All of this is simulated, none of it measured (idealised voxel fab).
The document below concerns the process module designated voxel transistor to metal.
The cross-section shown here is cut; it is 145 nm wide and divided into square cells measuring 5 nm on a side.
In this document a cross-section is written as a grid of square cells. It is given as a series of bands, listed from the top down, and a band is one or more rows of cells.
In this notation a band is specified by the heights of its top and bottom, in that order and in nm, after which its materials appear from left to right, each paired with its width in nm. The word "edge to edge" attached to a single material means that material fills the band from edge to edge; the word "empty" stands for empty space.
All heights in this document are referenced to 0, defined as the level beneath which the wafer, as received, consists entirely of one material. The lowest band is not bounded below; it extends indefinitely downward and is written in the form "0..down".
When a width is written as two numbers, as in "30->40", the first number is the width in the top row of cells of the band and the second is the width in its bottom row, and the width changes by the same amount from each row to the next.
It should be understood that the words "nothing altered", when stated for a given step, signify that the cross-section underwent no change in any of its cells during that step.
"Enclosed internal voids": empty spaces of 8 cells or more with no open way to the top, each given as width x height at distance, distance from the left edge, all in nm.
On each step's line, the part that comes after the settings is the simulator's own comment on the step.
overlay nm: on a step with a mask, how far right of its planned place the mask lay; negative means left.

Intended process steps:
1 RECEIVE: material Si
2 OXIDIZE: depth nm 5
3 CONFORMAL_DEP: material SiN, thk nm 15
4 DIRECTIONAL_DEP: material aC, thk nm 10
5 PATTERN: tone cover, mask id ACTIVE, material resist, width nm 100, thk nm 30, overlay nm 0
6 DIRECTIONAL_ETCH: etch materials aC, depth nm 10
7 STRIP: etch materials resist
8 DIRECTIONAL_ETCH: etch materials SiN, depth nm 15
9 DIRECTIONAL_ETCH: etch materials SiO2, depth nm 5
10 DIRECTIONAL_ETCH: etch materials Si, depth nm 25
11 STRIP: etch materials aC
12 FILL_DEP: material SiO2, thk nm 15
13 CMP: height nm 15
14 SELECTIVE_ETCH: etch materials SiO2, depth nm 10
15 STRIP: etch materials SiN
16 SELECTIVE_ETCH: etch materials SiO2, depth nm 5
17 OXIDIZE: depth nm 5
18 DIRECTIONAL_DEP: material polySi, thk nm 20
19 DIRECTIONAL_DEP: material SiCN, thk nm 15
20 PATTERN: tone cover, mask id GATE, material resist, width nm 20, thk nm 15, overlay nm 0
21 DIRECTIONAL_ETCH: etch materials SiCN, depth nm 25
22 DIRECTIONAL_ETCH: etch materials polySi, depth nm 30
23 STRIP: etch materials resist
24 CONFORMAL_DEP: material SiO2, thk nm 5
25 DIRECTIONAL_ETCH: etch materials SiO2, depth nm 5
26 CONFORMAL_DEP: material SiN, thk nm 5
27 DIRECTIONAL_ETCH: etch materials SiN, depth nm 5
28 DIRECTIONAL_ETCH: etch materials SiO2, depth nm 5
29 DIRECTIONAL_ETCH: etch materials Si, depth nm 10
30 EPI: material nSi, thk nm 10
31 FILL_DEP: material SiO2, thk nm 5
32 CMP: height nm 30
33 DIRECTIONAL_DEP: material SiO2, thk nm 10
34 PATTERN: tone open, mask id CONTACT, material resist, width nm 30, pitch nm 60, thk nm 20, overlay nm 0
35 DIRECTIONAL_ETCH: etch materials SiO2, depth nm 50
36 STRIP: etch materials resist
37 CONFORMAL_DEP: material TiN, thk nm 5
38 FILL_DEP: material W, thk nm 10
39 CMP: height nm 40
40 CONFORMAL_DEP: material SiCN, thk nm 5
41 DIRECTIONAL_DEP: material lowk, thk nm 15
42 PATTERN: tone open, mask id METAL_1, material resist, width nm 20, pitch nm 70, thk nm 15, overlay nm 0
43 DIRECTIONAL_ETCH: etch materials lowk, depth nm 15
44 DIRECTIONAL_ETCH: etch materials SiCN, depth nm 5
45 STRIP: etch materials resist
46 CONFORMAL_DEP: material TiN, thk nm 5
47 FILL_DEP: material Cu, thk nm 10
48 CMP: height nm 60
49 CONFORMAL_DEP: material SiCN, thk nm 5
50 DIRECTIONAL_DEP: material SiO2, thk nm 35
51 DIRECTIONAL_DEP: material aC, thk nm 5
52 PATTERN: tone open, mask id METAL_2_HOLES, material resist, width nm 15, pitch nm 70, thk nm 25, overlay nm 0
53 DIRECTIONAL_ETCH: etch materials aC, depth nm 10
54 STRIP: etch materials resist
55 DIRECTIONAL_ETCH: etch materials SiO2, depth nm 35
56 STRIP: etch materials aC
57 PATTERN: tone open, mask id METAL_2, material resist, width nm 20, pitch nm 70, thk nm 15, overlay nm 0
58 DIRECTIONAL_ETCH: etch materials SiO2, depth nm 20
59 DIRECTIONAL_ETCH: etch materials SiCN, depth nm 5
60 STRIP: etch materials resist
61 CONFORMAL_DEP: material TiN, thk nm 5
62 FILL_DEP: material Cu, thk nm 10
63 CMP: height nm 100
64 CONFORMAL_DEP: material SiN, thk nm 5
All wafers enter the flow in the same state. The thk nm at step 51 differs from wafer to wafer, and the plan gives the value for the first wafer.

Incoming state of the first of several wafers in cross-section: after step 1:
* 0..down  Si edge to edge
* Enclosed internal voids: none

First of several wafers in cross-section at module end, following the final step, step 64:
* 105..100  SiN edge to edge
* 100..85  SiO2=25 / TiN=5 / Cu=10 / TiN=5 / SiO2=50 / TiN=5 / Cu=10 / TiN=5 / SiO2=30
* 85..80  SiO2=25 / TiN=5 / Cu=5 / TiN=10 / SiO2=50 / TiN=5 / Cu=5 / TiN=10 / SiO2=30
* 80..65  SiO2=25 / TiN=5 / Cu=5 / TiN=5 / SiO2=55 / TiN=5 / Cu=5 / TiN=5 / SiO2=35
* 65..60  SiCN=25 / TiN=15 / SiCN=55 / TiN=15 / SiCN=35
* 60..45  lowk=25 / TiN=5 / Cu=10 / TiN=5 / lowk=50 / TiN=5 / Cu=10 / TiN=5 / lowk=30
* 45..40  SiCN=25 / TiN=20 / SiCN=50 / TiN=20 / SiCN=30
* 40..30  SiO2=25 / TiN=5 / W=20->15 / TiN=5->10 / SiO2=30 / TiN=5->10 / W=20->15 / TiN=5 / SiO2=30
* 30..15  SiO2=25 / TiN=5 / W=15 / TiN=5 / SiN=5 / SiO2=5 / SiCN=20 / SiO2=5 / SiN=5 / TiN=5 / W=15 / TiN=5 / SiO2=30
* 15..5  SiO2=25 / TiN=5 / W=15 / TiN=5 / SiN=5 / SiO2=5 / polySi=20 / SiO2=5 / SiN=5 / TiN=5 / W=15 / TiN=5 / SiO2=30
* 5..0  SiO2=25 / TiN=25 / SiN=5 / SiO2=5 / polySi=20 / SiO2=5 / SiN=5 / TiN=25 / SiO2=30
* 0..-5  SiO2=20 / SiN=5 / nSi=10 / TiN=5 / nSi=10 / SiN=5 / SiO2=5 / polySi=20 / SiO2=5 / SiN=5 / nSi=10 / TiN=5 / nSi=10 / SiN=5 / SiO2=25
* -5..-10  SiO2=25 / nSi=10 / TiN=5 / nSi=10 / SiO2=40 / nSi=10 / TiN=5 / nSi=10 / SiO2=30
* -10..-20  SiO2=20 / Si=5 / nSi=25 / Si=40 / nSi=25 / Si=5 / SiO2=25
* -20..-30  SiO2=20 / Si=100 / SiO2=25
* -30..down  Si edge to edge
* Enclosed internal voids: none

Module end, final wafer: cross-section:
* 105..100  SiN edge to edge
* 100..85  SiO2=25 / TiN=5 / Cu=10 / TiN=5 / SiO2=50 / TiN=5 / Cu=10 / TiN=5 / SiO2=30
* 85..80  SiO2=25 / TiN=20 / SiO2=50 / TiN=20 / SiO2=30
* 80..65  SiO2 edge to edge
* 65..60  SiCN edge to edge
* 60..45  lowk=25 / TiN=5 / Cu=10 / TiN=5 / lowk=50 / TiN=5 / Cu=10 / TiN=5 / lowk=30
* 45..40  SiCN=25 / TiN=20 / SiCN=50 / TiN=20 / SiCN=30
* 40..30  SiO2=25 / TiN=5 / W=20->15 / TiN=5->10 / SiO2=30 / TiN=5->10 / W=20->15 / TiN=5 / SiO2=30
* 30..15  SiO2=25 / TiN=5 / W=15 / TiN=5 / SiN=5 / SiO2=5 / SiCN=20 / SiO2=5 / SiN=5 / TiN=5 / W=15 / TiN=5 / SiO2=30
* 15..5  SiO2=25 / TiN=5 / W=15 / TiN=5 / SiN=5 / SiO2=5 / polySi=20 / SiO2=5 / SiN=5 / TiN=5 / W=15 / TiN=5 / SiO2=30
* 5..0  SiO2=25 / TiN=25 / SiN=5 / SiO2=5 / polySi=20 / SiO2=5 / SiN=5 / TiN=25 / SiO2=30
* 0..-5  SiO2=20 / SiN=5 / nSi=10 / TiN=5 / nSi=10 / SiN=5 / SiO2=5 / polySi=20 / SiO2=5 / SiN=5 / nSi=10 / TiN=5 / nSi=10 / SiN=5 / SiO2=25
* -5..-10  SiO2=25 / nSi=10 / TiN=5 / nSi=10 / SiO2=40 / nSi=10 / TiN=5 / nSi=10 / SiO2=30
* -10..-20  SiO2=20 / Si=5 / nSi=25 / Si=40 / nSi=25 / Si=5 / SiO2=25
* -20..-30  SiO2=20 / Si=100 / SiO2=25
* -30..down  Si edge to edge
* Enclosed internal voids: none

What follows is a table in which each wafer occupies a row; for the wafer as it stands at the close of the module, the row states, material by material, how many cells have been gained (+) or lost (-) since receipt, and then gives its closed voids:
thk nm 5; +32 Cu; -114 Si; +56 SiCN; +45 SiN; +331 SiO2; +100 TiN; +44 W; +63 lowk; +36 nSi; +16 polySi; Enclosed internal voids: none
thk nm 10; +32 Cu; -114 Si; +56 SiCN; +45 SiN; +331 SiO2; +100 TiN; +44 W; +63 lowk; +36 nSi; +16 polySi; Enclosed internal voids: none
thk nm 15; +24 Cu; -114 Si; +62 SiCN; +45 SiN; +349 SiO2; +84 TiN; +44 W; +63 lowk; +36 nSi; +16 polySi; Enclosed internal voids: none
thk nm 20; +24 Cu; -114 Si; +62 SiCN; +45 SiN; +349 SiO2; +84 TiN; +44 W; +63 lowk; +36 nSi; +16 polySi; Enclosed internal voids: none
thk nm 25; +24 Cu; -114 Si; +62 SiCN; +45 SiN; +349 SiO2; +84 TiN; +44 W; +63 lowk; +36 nSi; +16 polySi; Enclosed internal voids: none
